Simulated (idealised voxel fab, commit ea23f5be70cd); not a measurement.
The process module presented herein is designated voxel gate over fins.
We display cut, a cross-section 255 nm in width whose square cells are each 5 nm.
Format of a cross-section: grid, square cells. Given as bands. Order: top down. Band: one or more rows of cells.
For a band, the entry starts with two heights in nm, that of the top and then that of the bottom, and carries on with the band's materials in order from left to right, each alongside its width in nm; the word "throughout" beside a single material means it fills the band edge to edge, and "blank" means empty space.
We count height from 0. Below that, the starting wafer is all one material. The lowest band never ends at the bottom but goes on down; see "0 nm and below" for how that is written.
Top row gets the first number, bottom row gets the second, and each row in between changes by the same step: that is how a band width like "30..40" works.
The cross-section has no changed cell in any step marked "nothing changed".
"Sealed-off cavities" contains a list of empty spaces, each no smaller than 8 cells and without an open way to the top, written in the form width x height at distance with the distance from the left edge and all three in nm.
On a step's line, text after the settings is the simulator commenting on that step.
What "overlay nm" on a step's line means: if the step has a mask, that mask lay this far to the right of its planned place, or, when the value is negative, to the left.
Process steps foreseen in the plan
1) RECEIVE | material Si
2) CONFORMAL_DEP | material SiN | thk nm 10
3) PATTERN | tone cover | mask id FINS | material resist | width nm 15 | pitch nm 35 | thk nm 15 | overlay nm 0
4) DIRECTIONAL_ETCH | etch materials SiN | depth nm 10
5) DIRECTIONAL_ETCH | etch materials Si | depth nm 30
6) STRIP | etch materials resist
7) OXIDIZE | depth nm 5
8) FILL_DEP | material SiO2 | thk nm 10
9) CMP | height nm 10
10) SELECTIVE_ETCH | etch materials SiO2 | depth nm 20
11) STRIP | etch materials SiN
12) CONFORMAL_DEP | material HfO2 | thk nm 5
13) CONFORMAL_DEP | material TiN | thk nm 5
14) FILL_DEP | material W | thk nm 10
15) CMP | height nm 15
16) CONFORMAL_DEP | material SiCN | thk nm 5
Here's what the wafer looked like in cross-section when it arrived - that's after step 1
  0 nm and below: Si throughout
  Sealed-off cavities: none
The first of the two wafers as seen in cross-section once the module was finished; processing followed the plan
  20 nm to 15 nm: SiCN throughout
  15 nm to 10 nm: W throughout
  10 nm to 5 nm: W (80) / TiN (25) / W (10) / TiN (25) / W (10) / TiN (25) / W (80)
  5 nm to 0 nm: W (80) / TiN (5) / HfO2 (15) / TiN (5) / W (10) / TiN (5) / HfO2 (15) / TiN (5) / W (10) / TiN (5) / HfO2 (15) / TiN (5) / W (80)
  0 nm to -5 nm: TiN (85) / HfO2 (5) / Si (5) / HfO2 (5) / TiN (20) / HfO2 (5) / Si (5) / HfO2 (5) / TiN (20) / HfO2 (5) / Si (5) / HfO2 (5) / TiN (85)
  -5 nm to -10 nm: HfO2 (90) / Si (5) / HfO2 (30) / Si (5) / HfO2 (30) / Si (5) / HfO2 (90)
  -10 nm to -35 nm: SiO2 (90) / Si (5) / SiO2 (30) / Si (5) / SiO2 (30) / Si (5) / SiO2 (90)
  -35 nm and below: Si throughout
  Sealed-off cavities: none
Cross-sectional view: second of two wafers, end of module; start and plan identical to the first, one mistake in running
  20 nm to 15 nm: SiCN throughout
  15 nm to 10 nm: W throughout
  10 nm to 5 nm: W (80) / TiN (30) / W (5) / TiN (30) / W (5) / TiN (30) / W (75)
  5 nm to 0 nm: W (80) / TiN (5) / HfO2 (20) / TiN (5) / W (5) / TiN (5) / HfO2 (20) / TiN (5) / W (5) / TiN (5) / HfO2 (20) / TiN (5) / W (75)
  0 nm to -5 nm: TiN (85) / HfO2 (5) / Si (10) / HfO2 (5) / TiN (15) / HfO2 (5) / Si (10) / HfO2 (5) / TiN (15) / HfO2 (5) / Si (10) / HfO2 (5) / TiN (80)
  -5 nm to -10 nm: HfO2 (90) / Si (10) / HfO2 (25) / Si (10) / HfO2 (25) / Si (10) / HfO2 (85)
  -10 nm to -35 nm: SiO2 (90) / Si (10) / SiO2 (25) / Si (10) / SiO2 (25) / Si (10) / SiO2 (85)
  -35 nm and below: Si throughout
  Sealed-off cavities: none
Processing error: heads up, step 3 didn't go per plan, it actually ran as PATTERN | tone cover | mask id FINS | material resist | width nm 20 | pitch nm 35 | thk nm 15 | overlay nm 0
Once processing is complete, comparing cell counts shows that the second wafer has more or fewer of certain materials than the first: 21 more of Si, 15 fewer of SiO2, 6 fewer of W
